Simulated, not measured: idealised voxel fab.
Name of the process module below: voxel ribs on slabs
Cross-section cut: width 185 nm, square cells of 5 nm.
Heads up, the way a cross-section reads in here is a grid of square cells, handed over as bands from the top down, with every band being one or more rows of cells.
A band entry consists of two parts. The first gives the height of the band's top and the height of its bottom, in nm. The rest lists the band's materials from left to right, each with its width in nm. A single material labelled with the word "throughout" fills the band from edge to edge, and the word "air" marks empty space.
Measure heights from 0. That's the level where, below it, the as-received wafer is all one material. The lowest band is bottomless and extends downward; write it as in "0 and below".
Top row gets the first number, bottom row gets the second, and each row in between changes by the same step: that is how a band width like "30->40" works.
Key: "stayed the same" - step with no changed cell in the cross-section.
The entry titled "Enclosed empty spaces" provides the empty spaces that have no open way to the top, restricted to those of 8 cells or more. Each is presented as width x height at distance, the distance being measured from the left edge, with all three in nm.
Heads up: the bit after the settings on a step's line is the simulator's remark on that step.
For masked steps, "overlay nm" on the step line gives how far right of plan the mask actually lay; a minus sign means it lay to the left.
### Here's what the planned process steps look like
1 RECEIVE [material Si]
2 DIRECTIONAL_DEP [material SiO2] [thk nm 25]
3 DIRECTIONAL_DEP [material SiN] [thk nm 20]
4 MASKED_ETCH [tone cover] [mask id RIB] [width nm 25] [etch materials SiN] [depth nm 10] [overlay nm 0]
5 MASKED_ETCH [tone cover] [mask id SLAB] [width nm 75] [etch materials SiN] [depth nm 10] [overlay nm 0]
6 FILL_DEP [material SiO2] [thk nm 25]
7 CMP [height nm 60]
8 DIRECTIONAL_DEP [material TiN] [thk nm 10]
9 MASKED_ETCH [tone cover] [mask id HEATER] [width nm 35] [etch materials TiN] [depth nm 10] [overlay nm 0]
10 CONFORMAL_DEP [material SiO2] [thk nm 5]
### On the first of the two wafers: run conducted according to plan
### Received-state cross-section, reflecting completion of step 1
* 0 and below: Si throughout
* Enclosed empty spaces: none
### The wafer in cross-section once step 2 is complete
* 25 down to 0: SiO2 throughout
* Everything below 0 is unchanged.
### The wafer in cross-section once step 3 is complete
* 45 down to 25: SiN throughout
* Everything below 25 is unchanged.
### The wafer in cross-section once step 4 is complete
* 45 down to 35: 80 nm air / 25 nm SiN / 80 nm air
* Everything below 35 is unchanged.
### The wafer in cross-section once step 5 is complete
* 45 down to 35: 80 nm air / 25 nm SiN / 80 nm air
* 35 down to 25: 55 nm air / 75 nm SiN / 55 nm air
* Everything below 25 is unchanged.
### The wafer in cross-section once step 6 is complete
* 70 down to 45: SiO2 throughout
* 45 down to 35: 80 nm SiO2 / 25 nm SiN / 80 nm SiO2
* 35 down to 25: 55 nm SiO2 / 75 nm SiN / 55 nm SiO2
* Everything below 25 is unchanged.
### The wafer in cross-section once step 7 is complete
* 60 down to 45: SiO2 throughout
* Everything below 45 is unchanged.
### The wafer in cross-section once step 8 is complete
* 70 down to 60: TiN throughout
* Everything below 60 is unchanged.
### The wafer in cross-section once step 9 is complete
* 70 down to 60: 75 nm air / 35 nm TiN / 75 nm air
* Everything below 60 is unchanged.
### The wafer in cross-section once step 10 is complete
* 75 down to 70: 70 nm air / 45 nm SiO2 / 70 nm air
* 70 down to 65: 70 nm air / 5 nm SiO2 / 35 nm TiN / 5 nm SiO2 / 70 nm air
* 65 down to 60: 75 nm SiO2 / 35 nm TiN / 75 nm SiO2
* Everything below 60 is unchanged.
### It is to be noted that the second wafer proceeded from the same initial state and according to the same plan as the first, although one mistake was committed in its execution; through step 8, inclusive, the two wafers share an identical history
### Second wafer at the planned finish of step 9, seen in cross-section
* 70 down to 60: 85 nm air / 35 nm TiN / 65 nm air
* Everything below 60 is unchanged.
### Second wafer at the planned finish of step 10, seen in cross-section
* 75 down to 70: 80 nm air / 45 nm SiO2 / 60 nm air
* 70 down to 65: 80 nm air / 5 nm SiO2 / 35 nm TiN / 5 nm SiO2 / 60 nm air
* 65 down to 60: 85 nm SiO2 / 35 nm TiN / 65 nm SiO2
* Everything below 60 is unchanged.
Which mistake was made when the wafer was run? planned and actual differ for step 9; actual: MASKED_ETCH [tone cover] [mask id HEATER] [width nm 35] [etch materials TiN] [depth nm 10] [overlay nm 10]
At the end, the second wafer has the same number of cells of each material as the first, but those cells sit in other places.
